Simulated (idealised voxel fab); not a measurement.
Herein follows the process module entitled voxel gate over fins.
Cross-sectional view cut (width: 295 nm; square cell size: 5 nm).
Cross-section = grid of square cells, listed top down in bands; band = one or more rows.
The entry gives the band's vertical extent as a top height and a bottom height in nm, then its horizontal make-up as materials from left to right, each with a width in nm. "empty" stands for empty space; a single material marked "throughout" fills the band edge to edge.
Height is counted from the level 0, under which the received wafer is composed throughout of one material. The lowest of the bands is not closed at the bottom but continues downward, in the notation "from 0 down".
The width entry "30 to 40" should be interpreted row by row: the top row of cells in the band takes the first number, the bottom row takes the second number, and the change between adjacent rows is uniform throughout.
When a step is marked "same as before", none of the cells in the cross-section changed during that step.
"Closed voids list" - sealed voids, min. 8 cells, no opening to top; format: width x height at distance (distance from left edge; nm throughout).
Whatever follows a step's settings on its line is a remark the simulator itself makes about that step.
"overlay nm", when on a step's line for a step with a mask, measures how far to the right of its planned place the mask lay; a negative measure means to the left.
The remainder of this document consists of a sequence of paired cross-sections. Each pair presents the cross-section prior to one process step together with the cross-section following it, the latter being rendered only as deep as the lowest band that underwent change. The intervening step, together with its settings, is stated beneath each pair. Because the pairs may originate from different runs of this module on the same starting wafer, a given pair is to be read as continuing from the preceding pair only where its entry headed "Before-step section" so indicates.

Before-step section:
> from 5 to 0 = empty=120  SiN=15  empty=25  SiN=15  empty=120
> from 0 to -10 = empty=125 to 115  Si=5 to 15  empty=35 to 25  Si=5 to 15  empty=125
> from -10 to -40 = SiO2=115  Si=15  SiO2=25  Si=15  SiO2=125
> from -40 down = Si throughout
> Closed voids list: none

Resulting Structure:
> from 0 to -10 = empty=125 to 115  Si=5 to 15  empty=35 to 25  Si=5 to 15  empty=125
> Nothing below the height -10 has changed.
> Closed voids list: none
Step applied between the pre-step and post-step cross-sections shown above: STRIP | etch materials SiN

Before-step section: taken from the pair above, after panel.

Resulting Structure:
> from 5 to 0 = empty=120  HfO2=15  empty=25  HfO2=15  empty=120
> from 0 to -5 = empty=110  HfO2=15  Si=5  HfO2=5  empty=15  HfO2=15  Si=5  HfO2=5  empty=120
> from -5 to -10 = HfO2=115  Si=15  HfO2=25  Si=15  HfO2=125
> Nothing below the height -10 has changed.
> Closed voids list: none
Step applied between the pre-step and post-step cross-sections shown above: CONFORMAL_DEP | material HfO2 | thk nm 5

Before-step section: taken from the pair above, after panel.

Resulting Structure:
> from 10 to 5 = empty=115  TiN=25  empty=15  TiN=25  empty=115
> from 5 to 0 = empty=105  TiN=15  HfO2=15  TiN=5  empty=5  TiN=15  HfO2=15  TiN=5  empty=115
> from 0 to -5 = TiN=110  HfO2=15  Si=5  HfO2=5  TiN=15  HfO2=15  Si=5  HfO2=5  TiN=120
> Nothing below the height -5 has changed.
> Closed voids list: none
Step applied between the pre-step and post-step cross-sections shown above: CONFORMAL_DEP | material TiN | thk nm 5

Before-step section: taken from the pair above, after panel.

Resulting Structure:
> from 15 to 10 = empty=110  TiAl=35  empty=5  TiAl=35  empty=110
> from 10 to 5 = empty=100  TiAl=15  TiN=25  TiAl=15  TiN=25  TiAl=5  empty=110
> from 5 to 0 = TiAl=105  TiN=15  HfO2=15  TiN=5  TiAl=5  TiN=15  HfO2=15  TiN=5  TiAl=115
> Nothing below the height 0 has changed.
> Closed voids list: none
Step applied between the pre-step and post-step cross-sections shown above: CONFORMAL_DEP | material TiAl | thk nm 5

Before-step section: taken from the pair above, after panel.

Resulting Structure:
> from 20 to 15 = empty=105  TiN=85  empty=105
> from 15 to 10 = empty=95  TiN=15  TiAl=35  TiN=5  TiAl=35  TiN=5  empty=105
> from 10 to 5 = TiN=100  TiAl=15  TiN=25  TiAl=15  TiN=25  TiAl=5  TiN=110
> Nothing below the height 5 has changed.
> Closed voids list: none
Step applied between the pre-step and post-step cross-sections shown above: CONFORMAL_DEP | material TiN | thk nm 5

Before-step section: taken from the pair above, after panel.

Resulting Structure:
> from 35 to 20 = W throughout
> from 20 to 15 = W=105  TiN=85  W=105
> from 15 to 10 = W=95  TiN=15  TiAl=35  TiN=5  TiAl=35  TiN=5  W=105
> Nothing below the height 10 has changed.
> Closed voids list: none
Step applied between the pre-step and post-step cross-sections shown above: FILL_DEP | material W | thk nm 15

Before-step section: taken from the pair above, after panel.

Resulting Structure:
> from 30 to 20 = W throughout
> Nothing below the height 20 has changed.
> Closed voids list: none
Step applied between the pre-step and post-step cross-sections shown above: CMP | height nm 30

Before-step section: taken from the pair above, after panel.

Resulting Structure:
> from 40 to 30 = SiN throughout
> Nothing below the height 30 has changed.
> Closed voids list: none
Step applied between the pre-step and post-step cross-sections shown above: CONFORMAL_DEP | material SiN | thk nm 10

Before-step section:
> from 0 to -10 = empty=125  Si=5  empty=35  Si=5  empty=125
> from -10 to -40 = SiO2=125  Si=5  SiO2=35  Si=5  SiO2=125
> from -40 down = Si throughout
> Closed voids list: none

Resulting Structure:
> from 5 to 0 = empty=120  SiO2=15  empty=25  SiO2=15  empty=120
> from 0 to -5 = empty=120  SiO2=5  Si=5  SiO2=5  empty=25  SiO2=5  Si=5  SiO2=5  empty=120
> from -5 to -40 = SiO2=125  Si=5  SiO2=35  Si=5  SiO2=125
> Nothing below the height -40 has changed.
> Closed voids list: none
Step applied between the pre-step and post-step cross-sections shown above: CONFORMAL_DEP | material SiO2 | thk nm 5

Before-step section: taken from the pair above, after panel.

Resulting Structure:
> from 10 to 5 = empty=115  TiN=25  empty=15  TiN=25  empty=115
> from 5 to 0 = empty=115  TiN=5  SiO2=15  TiN=5  empty=15  TiN=5  SiO2=15  TiN=5  empty=115
> from 0 to -5 = TiN=120  SiO2=5  Si=5  SiO2=5  TiN=25  SiO2=5  Si=5  SiO2=5  TiN=120
> Nothing below the height -5 has changed.
> Closed voids list: none
Step applied between the pre-step and post-step cross-sections shown above: CONFORMAL_DEP | material TiN | thk nm 5

Before-step section: taken from the pair above, after panel.

Resulting Structure:
> from 15 to 10 = empty=110  TiAl=35  empty=5  TiAl=35  empty=110
> from 10 to 5 = empty=110  TiAl=5  TiN=25  TiAl=5  empty=5  TiAl=5  TiN=25  TiAl=5  empty=110
> from 5 to 0 = TiAl=115  TiN=5  SiO2=15  TiN=5  TiAl=15  TiN=5  SiO2=15  TiN=5  TiAl=115
> Nothing below the height 0 has changed.
> Closed voids list: none
Step applied between the pre-step and post-step cross-sections shown above: CONFORMAL_DEP | material TiAl | thk nm 5

Before-step section: taken from the pair above, after panel.

Resulting Structure:
> from 20 to 15 = empty=105  TiN=85  empty=105
> from 15 to 10 = empty=105  TiN=5  TiAl=35  TiN=5  TiAl=35  TiN=5  empty=105
> from 10 to 5 = TiN=110  TiAl=5  TiN=25  TiAl=5  TiN=5  TiAl=5  TiN=25  TiAl=5  TiN=110
> Nothing below the height 5 has changed.
> Closed voids list: none
Step applied between the pre-step and post-step cross-sections shown above: CONFORMAL_DEP | material TiN | thk nm 5

Before-step section: taken from the pair above, after panel.

Resulting Structure:
> from 35 to 20 = W throughout
> from 20 to 15 = W=105  TiN=85  W=105
> from 15 to 10 = W=105  TiN=5  TiAl=35  TiN=5  TiAl=35  TiN=5  W=105
> Nothing below the height 10 has changed.
> Closed voids list: none
Step applied between the pre-step and post-step cross-sections shown above: FILL_DEP | material W | thk nm 15

Before-step section: taken from the pair above, after panel.

Resulting Structure:
> from 30 to 20 = W throughout
> Nothing below the height 20 has changed.
> Closed voids list: none
Step applied between the pre-step and post-step cross-sections shown above: CMP | height nm 30

Before-step section: taken from the pair above, after panel.

Resulting Structure:
> from 40 to 30 = SiN throughout
> Nothing below the height 30 has changed.
> Closed voids list: none
Step applied between the pre-step and post-step cross-sections shown above: CONFORMAL_DEP | material SiN | thk nm 10

Before-step section:
> from 5 to 0 = SiN throughout
> from 0 down = Si throughout
> Closed voids list: none

Resulting Structure:
> from 5 to 0 = SiN=120  empty=15  SiN=25  empty=15  SiN=120
> Nothing below the height 0 has changed.
> Closed voids list: none
Step applied between the pre-step and post-step cross-sections shown above: MASKED_ETCH | tone open | mask id FINS | width nm 15 | pitch nm 40 | etch materials SiN | depth nm 5 | overlay nm 0

Before-step section: taken from the pair above, after panel.

Resulting Structure:
> from 5 to 0 = SiN=120  empty=15  SiN=25  empty=15  SiN=120
> from 0 to -5 = Si=115  SiO2=25  Si=15  SiO2=25  Si=115
> Nothing below the height -5 has changed.
> Closed voids list: none
Step applied between the pre-step and post-step cross-sections shown above: OXIDIZE | depth nm 5

Before-step section: taken from the pair above, after panel.

Resulting Structure:
> from 20 to 5 = SiO2 throughout
> from 5 to 0 = SiN=120  SiO2=15  SiN=25  SiO2=15  SiN=120
> Nothing below the height 0 has changed.
> Closed voids list: none
Step applied between the pre-step and post-step cross-sections shown above: FILL_DEP | material SiO2 | thk nm 15

Before-step section: taken from the pair above, after panel.

Resulting Structure:
> from 5 to 0 = SiN=120  SiO2=15  SiN=25  SiO2=15  SiN=120
> Nothing below the height 0 has changed.
> Closed voids list: none
Step applied between the pre-step and post-step cross-sections shown above: CMP | height nm 5

Before-step section: taken from the pair above, after panel.

Resulting Structure:
> from 5 to 0 = SiN=120  empty=15  SiN=25  empty=15  SiN=120
> from 0 to -5 = Si=115  empty=25  Si=15  empty=25  Si=115
> Nothing below the height -5 has changed.
> Closed voids list: none
Step applied between the pre-step and post-step cross-sections shown above: SELECTIVE_ETCH | etch materials SiO2 | depth nm 15

Before-step section: taken from the pair above, after panel.

Resulting Structure:
> from 0 to -5 = Si=115  empty=25  Si=15  empty=25  Si=115
> Nothing below the height -5 has changed.
> Closed voids list: none
Step applied between the pre-step and post-step cross-sections shown above: STRIP | etch materials SiN

Before-step section: taken from the pair above, after panel.

Resulting Structure:
> from 5 to 0 = HfO2=120  empty=15  HfO2=25  empty=15  HfO2=120
> from 0 to -5 = Si=115  HfO2=25  Si=15  HfO2=25  Si=115
> Nothing below the height -5 has changed.
> Closed voids list: none
Step applied between the pre-step and post-step cross-sections shown above: CONFORMAL_DEP | material HfO2 | thk nm 5

Before-step section: taken from the pair above, after panel.

Resulting Structure:
> from 10 to 5 = TiN=125  empty=5  TiN=35  empty=5  TiN=125
> from 5 to 0 = HfO2=120  TiN=15  HfO2=25  TiN=15  HfO2=120
> Nothing below the height 0 has changed.
> Closed voids list: none
Step applied between the pre-step and post-step cross-sections shown above: CONFORMAL_DEP | material TiN | thk nm 5

Before-step section: taken from the pair above, after panel.

Resulting Structure:
> from 15 to 10 = TiAl throughout
> from 10 to 5 = TiN=125  TiAl=5  TiN=35  TiAl=5  TiN=125
> Nothing below the height 5 has changed.
> Closed voids list: none
Step applied between the pre-step and post-step cross-sections shown above: CONFORMAL_DEP | material TiAl | thk nm 5

Before-step section: taken from the pair above, after panel.

Resulting Structure:
> from 20 to 15 = TiN throughout
> Nothing below the height 15 has changed.
> Closed voids list: none
Step applied between the pre-step and post-step cross-sections shown above: CONFORMAL_DEP | material TiN | thk nm 5

Before-step section: taken from the pair above, after panel.

Resulting Structure:
> from 35 to 20 = W throughout
> Nothing below the height 20 has changed.
> Closed voids list: none
Step applied between the pre-step and post-step cross-sections shown above: FILL_DEP | material W | thk nm 15

Before-step section: taken from the pair above, after panel.

Resulting Structure:
> from 30 to 20 = W throughout
> Nothing below the height 20 has changed.
> Closed voids list: none
Step applied between the pre-step and post-step cross-sections shown above: CMP | height nm 30

Before-step section: taken from the pair above, after panel.

Resulting Structure:
> from 40 to 30 = SiN throughout
> Nothing below the height 30 has changed.
> Closed voids list: none
Step applied between the pre-step and post-step cross-sections shown above: CONFORMAL_DEP | material SiN | thk nm 10
